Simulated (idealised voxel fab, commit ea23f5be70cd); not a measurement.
Presented below is a process module, voxel wiring stack.
Section shown: cut. Width: 245 nm. Cell size: 5 nm, square.
Just so we're on the same page, the cross-sections are grids of square cells, and they're listed out in bands top to bottom, each band one or more rows deep. Per band: top height and bottom height in nm, followed by the left-to-right materials and their widths in nm; "throughout" marks a single material spanning edge to edge, "air" marks empty space. Height 0 is the level under which the wafer as received is all one material. The lowest band goes on downwards, as in "0 down". Think of "30..40" as a width that walks from the first number to the second as you go down the band, top row to bottom row, taking equal-sized steps from row to row. "remains unaltered" after a step means that no cell of the cross-section changed. "Unvented internal voids" specifies each empty space that is not open to the top and that occupies no fewer than 8 cells, using the form width x height at distance, the distance measured from the left edge and all three quantities in nm. On each step's line, the part that comes after the settings is the simulator's own comment on the step. overlay nm: mask right of planned place by this much (step with mask). Neg. = left.

# Set out below are the planned steps of the process
1,RECEIVE with material Si
2,CONFORMAL_DEP with material SiO2, thk nm 10
3,CONFORMAL_DEP with material SiCN, thk nm 5
4,DIRECTIONAL_DEP with material lowk, thk nm 20
5,PATTERN with tone open, mask id METAL_1, material resist, width nm 25, pitch nm 55, thk nm 20, overlay nm 0
6,DIRECTIONAL_ETCH with etch materials lowk, depth nm 20
7,DIRECTIONAL_ETCH with etch materials SiCN, depth nm 5
8,STRIP with etch materials resist
9,CONFORMAL_DEP with material TiN, thk nm 5
10,FILL_DEP with material W, thk nm 10
11,CMP with height nm 35
12,CONFORMAL_DEP with material SiCN, thk nm 5
13,DIRECTIONAL_DEP with material lowk, thk nm 35
14,PATTERN with tone open, mask id METAL_2, material resist, width nm 25, pitch nm 55, thk nm 15, overlay nm 0
15,DIRECTIONAL_ETCH with etch materials lowk, depth nm 20
16,STRIP with etch materials resist
17,PATTERN with tone open, mask id METAL_2_HOLES, material resist, width nm 15, pitch nm 110, thk nm 20, overlay nm 0
18,DIRECTIONAL_ETCH with etch materials lowk, depth nm 15
19,DIRECTIONAL_ETCH with etch materials SiCN, depth nm 5
20,STRIP with etch materials resist
21,CONFORMAL_DEP with material TiN, thk nm 5
22,FILL_DEP with material Cu, thk nm 5
23,CMP with height nm 75
24,CONFORMAL_DEP with material SiN, thk nm 5

# first wafer, as planned

# Wafer at receipt (post step 1), cross-section
  0 down | Si throughout
  Unvented internal voids: none

# The following cross-section depicts the wafer upon completion of step 2
  10 to 0 | SiO2 throughout
  Beneath the level 0, the cross-section is identical to its previous state.

# The following cross-section depicts the wafer upon completion of step 3
  15 to 10 | SiCN throughout
  Beneath the level 10, the cross-section is identical to its previous state.

# The following cross-section depicts the wafer upon completion of step 4
  35 to 15 | lowk throughout
  Beneath the level 15, the cross-section is identical to its previous state.

# The following cross-section depicts the wafer upon completion of step 5
  55 to 35 | resist 25 nm / air 25 nm / resist 30 nm / air 25 nm / resist 30 nm / air 25 nm / resist 30 nm / air 25 nm / resist 30 nm
  Beneath the level 35, the cross-section is identical to its previous state.

# The following cross-section depicts the wafer upon completion of step 6
  55 to 35 | resist 25 nm / air 25 nm / resist 30 nm / air 25 nm / resist 30 nm / air 25 nm / resist 30 nm / air 25 nm / resist 30 nm
  35 to 15 | lowk 25 nm / air 25 nm / lowk 30 nm / air 25 nm / lowk 30 nm / air 25 nm / lowk 30 nm / air 25 nm / lowk 30 nm
  Beneath the level 15, the cross-section is identical to its previous state.

# The following cross-section depicts the wafer upon completion of step 7
  55 to 35 | resist 25 nm / air 25 nm / resist 30 nm / air 25 nm / resist 30 nm / air 25 nm / resist 30 nm / air 25 nm / resist 30 nm
  35 to 15 | lowk 25 nm / air 25 nm / lowk 30 nm / air 25 nm / lowk 30 nm / air 25 nm / lowk 30 nm / air 25 nm / lowk 30 nm
  15 to 10 | SiCN 25 nm / air 25 nm / SiCN 30 nm / air 25 nm / SiCN 30 nm / air 25 nm / SiCN 30 nm / air 25 nm / SiCN 30 nm
  Beneath the level 10, the cross-section is identical to its previous state.

# The following cross-section depicts the wafer upon completion of step 8
  35 to 15 | lowk 25 nm / air 25 nm / lowk 30 nm / air 25 nm / lowk 30 nm / air 25 nm / lowk 30 nm / air 25 nm / lowk 30 nm
  Beneath the level 15, the cross-section is identical to its previous state.

# The following cross-section depicts the wafer upon completion of step 9
  40 to 35 | TiN 30 nm / air 15 nm / TiN 40 nm / air 15 nm / TiN 40 nm / air 15 nm / TiN 40 nm / air 15 nm / TiN 35 nm
  35 to 15 | lowk 25 nm / TiN 5 nm / air 15 nm / TiN 5 nm / lowk 30 nm / TiN 5 nm / air 15 nm / TiN 5 nm / lowk 30 nm / TiN 5 nm / air 15 nm / TiN 5 nm / lowk 30 nm / TiN 5 nm / air 15 nm / TiN 5 nm / lowk 30 nm
  15 to 10 | SiCN 25 nm / TiN 25 nm / SiCN 30 nm / TiN 25 nm / SiCN 30 nm / TiN 25 nm / SiCN 30 nm / TiN 25 nm / SiCN 30 nm
  Beneath the level 10, the cross-section is identical to its previous state.

# The following cross-section depicts the wafer upon completion of step 10
  50 to 40 | W throughout
  40 to 35 | TiN 30 nm / W 15 nm / TiN 40 nm / W 15 nm / TiN 40 nm / W 15 nm / TiN 40 nm / W 15 nm / TiN 35 nm
  35 to 15 | lowk 25 nm / TiN 5 nm / W 15 nm / TiN 5 nm / lowk 30 nm / TiN 5 nm / W 15 nm / TiN 5 nm / lowk 30 nm / TiN 5 nm / W 15 nm / TiN 5 nm / lowk 30 nm / TiN 5 nm / W 15 nm / TiN 5 nm / lowk 30 nm
  Beneath the level 15, the cross-section is identical to its previous state.

# The following cross-section depicts the wafer upon completion of step 11
  35 to 15 | lowk 25 nm / TiN 5 nm / W 15 nm / TiN 5 nm / lowk 30 nm / TiN 5 nm / W 15 nm / TiN 5 nm / lowk 30 nm / TiN 5 nm / W 15 nm / TiN 5 nm / lowk 30 nm / TiN 5 nm / W 15 nm / TiN 5 nm / lowk 30 nm
  Beneath the level 15, the cross-section is identical to its previous state.

# The following cross-section depicts the wafer upon completion of step 12
  40 to 35 | SiCN throughout
  Beneath the level 35, the cross-section is identical to its previous state.

# The following cross-section depicts the wafer upon completion of step 13
  75 to 40 | lowk throughout
  Beneath the level 40, the cross-section is identical to its previous state.

# The following cross-section depicts the wafer upon completion of step 14
  90 to 75 | resist 25 nm / air 25 nm / resist 30 nm / air 25 nm / resist 30 nm / air 25 nm / resist 30 nm / air 25 nm / resist 30 nm
  Beneath the level 75, the cross-section is identical to its previous state.

# The following cross-section depicts the wafer upon completion of step 15
  90 to 75 | resist 25 nm / air 25 nm / resist 30 nm / air 25 nm / resist 30 nm / air 25 nm / resist 30 nm / air 25 nm / resist 30 nm
  75 to 55 | lowk 25 nm / air 25 nm / lowk 30 nm / air 25 nm / lowk 30 nm / air 25 nm / lowk 30 nm / air 25 nm / lowk 30 nm
  Beneath the level 55, the cross-section is identical to its previous state.

# The following cross-section depicts the wafer upon completion of step 16
  75 to 55 | lowk 25 nm / air 25 nm / lowk 30 nm / air 25 nm / lowk 30 nm / air 25 nm / lowk 30 nm / air 25 nm / lowk 30 nm
  Beneath the level 55, the cross-section is identical to its previous state.

# The following cross-section depicts the wafer upon completion of step 17
  95 to 75 | resist 25 nm / air 15 nm / resist 95 nm / air 15 nm / resist 95 nm
  75 to 55 | lowk 25 nm / air 15 nm / resist 10 nm / lowk 30 nm / resist 25 nm / lowk 30 nm / air 15 nm / resist 10 nm / lowk 30 nm / resist 25 nm / lowk 30 nm
  Beneath the level 55, the cross-section is identical to its previous state.

# The following cross-section depicts the wafer upon completion of step 18
  95 to 75 | resist 25 nm / air 15 nm / resist 95 nm / air 15 nm / resist 95 nm
  75 to 55 | lowk 25 nm / air 15 nm / resist 10 nm / lowk 30 nm / resist 25 nm / lowk 30 nm / air 15 nm / resist 10 nm / lowk 30 nm / resist 25 nm / lowk 30 nm
  55 to 40 | lowk 25 nm / air 15 nm / lowk 95 nm / air 15 nm / lowk 95 nm
  Beneath the level 40, the cross-section is identical to its previous state.

# The following cross-section depicts the wafer upon completion of step 19
  95 to 75 | resist 25 nm / air 15 nm / resist 95 nm / air 15 nm / resist 95 nm
  75 to 55 | lowk 25 nm / air 15 nm / resist 10 nm / lowk 30 nm / resist 25 nm / lowk 30 nm / air 15 nm / resist 10 nm / lowk 30 nm / resist 25 nm / lowk 30 nm
  55 to 40 | lowk 25 nm / air 15 nm / lowk 95 nm / air 15 nm / lowk 95 nm
  40 to 35 | SiCN 25 nm / air 15 nm / SiCN 95 nm / air 15 nm / SiCN 95 nm
  Beneath the level 35, the cross-section is identical to its previous state.

# The following cross-section depicts the wafer upon completion of step 20
  75 to 55 | lowk 25 nm / air 25 nm / lowk 30 nm / air 25 nm / lowk 30 nm / air 25 nm / lowk 30 nm / air 25 nm / lowk 30 nm
  Beneath the level 55, the cross-section is identical to its previous state.

# The following cross-section depicts the wafer upon completion of step 21
  80 to 75 | TiN 30 nm / air 15 nm / TiN 40 nm / air 15 nm / TiN 40 nm / air 15 nm / TiN 40 nm / air 15 nm / TiN 35 nm
  75 to 60 | lowk 25 nm / TiN 5 nm / air 15 nm / TiN 5 nm / lowk 30 nm / TiN 5 nm / air 15 nm / TiN 5 nm / lowk 30 nm / TiN 5 nm / air 15 nm / TiN 5 nm / lowk 30 nm / TiN 5 nm / air 15 nm / TiN 5 nm / lowk 30 nm
  60 to 55 | lowk 25 nm / TiN 5 nm / air 5 nm / TiN 15 nm / lowk 30 nm / TiN 25 nm / lowk 30 nm / TiN 5 nm / air 5 nm / TiN 15 nm / lowk 30 nm / TiN 25 nm / lowk 30 nm
  55 to 40 | lowk 25 nm / TiN 5 nm / air 5 nm / TiN 5 nm / lowk 95 nm / TiN 5 nm / air 5 nm / TiN 5 nm / lowk 95 nm
  40 to 35 | SiCN 25 nm / TiN 15 nm / SiCN 95 nm / TiN 15 nm / SiCN 95 nm
  Beneath the level 35, the cross-section is identical to its previous state.

# The following cross-section depicts the wafer upon completion of step 22
  85 to 80 | Cu throughout
  80 to 75 | TiN 30 nm / Cu 15 nm / TiN 40 nm / Cu 15 nm / TiN 40 nm / Cu 15 nm / TiN 40 nm / Cu 15 nm / TiN 35 nm
  75 to 60 | lowk 25 nm / TiN 5 nm / Cu 15 nm / TiN 5 nm / lowk 30 nm / TiN 5 nm / Cu 15 nm / TiN 5 nm / lowk 30 nm / TiN 5 nm / Cu 15 nm / TiN 5 nm / lowk 30 nm / TiN 5 nm / Cu 15 nm / TiN 5 nm / lowk 30 nm
  60 to 55 | lowk 25 nm / TiN 5 nm / Cu 5 nm / TiN 15 nm / lowk 30 nm / TiN 25 nm / lowk 30 nm / TiN 5 nm / Cu 5 nm / TiN 15 nm / lowk 30 nm / TiN 25 nm / lowk 30 nm
  55 to 40 | lowk 25 nm / TiN 5 nm / Cu 5 nm / TiN 5 nm / lowk 95 nm / TiN 5 nm / Cu 5 nm / TiN 5 nm / lowk 95 nm
  Beneath the level 40, the cross-section is identical to its previous state.

# The following cross-section depicts the wafer upon completion of step 23
  75 to 60 | lowk 25 nm / TiN 5 nm / Cu 15 nm / TiN 5 nm / lowk 30 nm / TiN 5 nm / Cu 15 nm / TiN 5 nm / lowk 30 nm / TiN 5 nm / Cu 15 nm / TiN 5 nm / lowk 30 nm / TiN 5 nm / Cu 15 nm / TiN 5 nm / lowk 30 nm
  Beneath the level 60, the cross-section is identical to its previous state.

# The following cross-section depicts the wafer upon completion of step 24
  80 to 75 | SiN throughout
  Beneath the level 75, the cross-section is identical to its previous state.

# second wafer: like start, like plan, one mistake. Through step 13 it matches the first wafer

# Second wafer, sectioned view, at step 14's planned end time
  90 to 75 | air 25 nm / resist 25 nm / air 30 nm / resist 25 nm / air 30 nm / resist 25 nm / air 30 nm / resist 25 nm / air 30 nm
  Beneath the level 75, the cross-section is identical to its previous state.

# Second wafer, sectioned view, at step 15's planned end time
  90 to 75 | air 25 nm / resist 25 nm / air 30 nm / resist 25 nm / air 30 nm / resist 25 nm / air 30 nm / resist 25 nm / air 30 nm
  75 to 55 | air 25 nm / lowk 25 nm / air 30 nm / lowk 25 nm / air 30 nm / lowk 25 nm / air 30 nm / lowk 25 nm / air 30 nm
  Beneath the level 55, the cross-section is identical to its previous state.

# Second wafer, sectioned view, at step 16's planned end time
  75 to 55 | air 25 nm / lowk 25 nm / air 30 nm / lowk 25 nm / air 30 nm / lowk 25 nm / air 30 nm / lowk 25 nm / air 30 nm
  Beneath the level 55, the cross-section is identical to its previous state.

# Second wafer, sectioned view, at step 17's planned end time
  95 to 75 | resist 25 nm / air 15 nm / resist 95 nm / air 15 nm / resist 95 nm
  75 to 55 | resist 25 nm / lowk 25 nm / resist 30 nm / lowk 25 nm / resist 30 nm / lowk 25 nm / resist 30 nm / lowk 25 nm / resist 30 nm
  Beneath the level 55, the cross-section is identical to its previous state.

# Second wafer, sectioned view, at step 18's planned end time
  95 to 75 | resist 25 nm / air 15 nm / resist 95 nm / air 15 nm / resist 95 nm
  75 to 60 | resist 25 nm / air 15 nm / lowk 10 nm / resist 30 nm / lowk 25 nm / resist 30 nm / air 15 nm / lowk 10 nm / resist 30 nm / lowk 25 nm / resist 30 nm
  Beneath the level 60, the cross-section is identical to its previous state.

Second wafer, sectioned view, at step 19's planned end time: remains unaltered

# Second wafer, sectioned view, at step 20's planned end time
  75 to 60 | air 40 nm / lowk 10 nm / air 30 nm / lowk 25 nm / air 45 nm / lowk 10 nm / air 30 nm / lowk 25 nm / air 30 nm
  60 to 55 | air 25 nm / lowk 25 nm / air 30 nm / lowk 25 nm / air 30 nm / lowk 25 nm / air 30 nm / lowk 25 nm / air 30 nm
  Beneath the level 55, the cross-section is identical to its previous state.

# Second wafer, sectioned view, at step 21's planned end time
  80 to 75 | air 35 nm / TiN 20 nm / air 20 nm / TiN 35 nm / air 35 nm / TiN 20 nm / air 20 nm / TiN 35 nm / air 25 nm
  75 to 65 | air 35 nm / TiN 5 nm / lowk 10 nm / TiN 5 nm / air 20 nm / TiN 5 nm / lowk 25 nm / TiN 5 nm / air 35 nm / TiN 5 nm / lowk 10 nm / TiN 5 nm / air 20 nm / TiN 5 nm / lowk 25 nm / TiN 5 nm / air 25 nm
  65 to 60 | air 20 nm / TiN 20 nm / lowk 10 nm / TiN 5 nm / air 20 nm / TiN 5 nm / lowk 25 nm / TiN 5 nm / air 20 nm / TiN 20 nm / lowk 10 nm / TiN 5 nm / air 20 nm / TiN 5 nm / lowk 25 nm / TiN 5 nm / air 25 nm
  60 to 55 | TiN 25 nm / lowk 25 nm / TiN 30 nm / lowk 25 nm / TiN 30 nm / lowk 25 nm / TiN 30 nm / lowk 25 nm / TiN 30 nm
  Beneath the level 55, the cross-section is identical to its previous state.

# Second wafer, sectioned view, at step 22's planned end time
  85 to 80 | Cu throughout
  80 to 75 | Cu 35 nm / TiN 20 nm / Cu 20 nm / TiN 35 nm / Cu 35 nm / TiN 20 nm / Cu 20 nm / TiN 35 nm / Cu 25 nm
  75 to 65 | Cu 35 nm / TiN 5 nm / lowk 10 nm / TiN 5 nm / Cu 20 nm / TiN 5 nm / lowk 25 nm / TiN 5 nm / Cu 35 nm / TiN 5 nm / lowk 10 nm / TiN 5 nm / Cu 20 nm / TiN 5 nm / lowk 25 nm / TiN 5 nm / Cu 25 nm
  65 to 60 | Cu 20 nm / TiN 20 nm / lowk 10 nm / TiN 5 nm / Cu 20 nm / TiN 5 nm / lowk 25 nm / TiN 5 nm / Cu 20 nm / TiN 20 nm / lowk 10 nm / TiN 5 nm / Cu 20 nm / TiN 5 nm / lowk 25 nm / TiN 5 nm / Cu 25 nm
  Beneath the level 60, the cross-section is identical to its previous state.

# Second wafer, sectioned view, at step 23's planned end time
  75 to 65 | Cu 35 nm / TiN 5 nm / lowk 10 nm / TiN 5 nm / Cu 20 nm / TiN 5 nm / lowk 25 nm / TiN 5 nm / Cu 35 nm / TiN 5 nm / lowk 10 nm / TiN 5 nm / Cu 20 nm / TiN 5 nm / lowk 25 nm / TiN 5 nm / Cu 25 nm
  Beneath the level 65, the cross-section is identical to its previous state.

# Second wafer, sectioned view, at step 24's planned end time
  80 to 75 | SiN throughout
  Beneath the level 75, the cross-section is identical to its previous state.
What was done differently from what was planned? step 14 ran with different settings than intended, the actual operation and settings being PATTERN with tone cover, mask id METAL_2, material resist, width nm 25, pitch nm 55, thk nm 15, overlay nm 0
Final tally in cells, some materials are higher or lower on the second wafer than on the first: 31 more of Cu, 6 more of SiCN, 1 fewer of TiN, 36 fewer of lowk
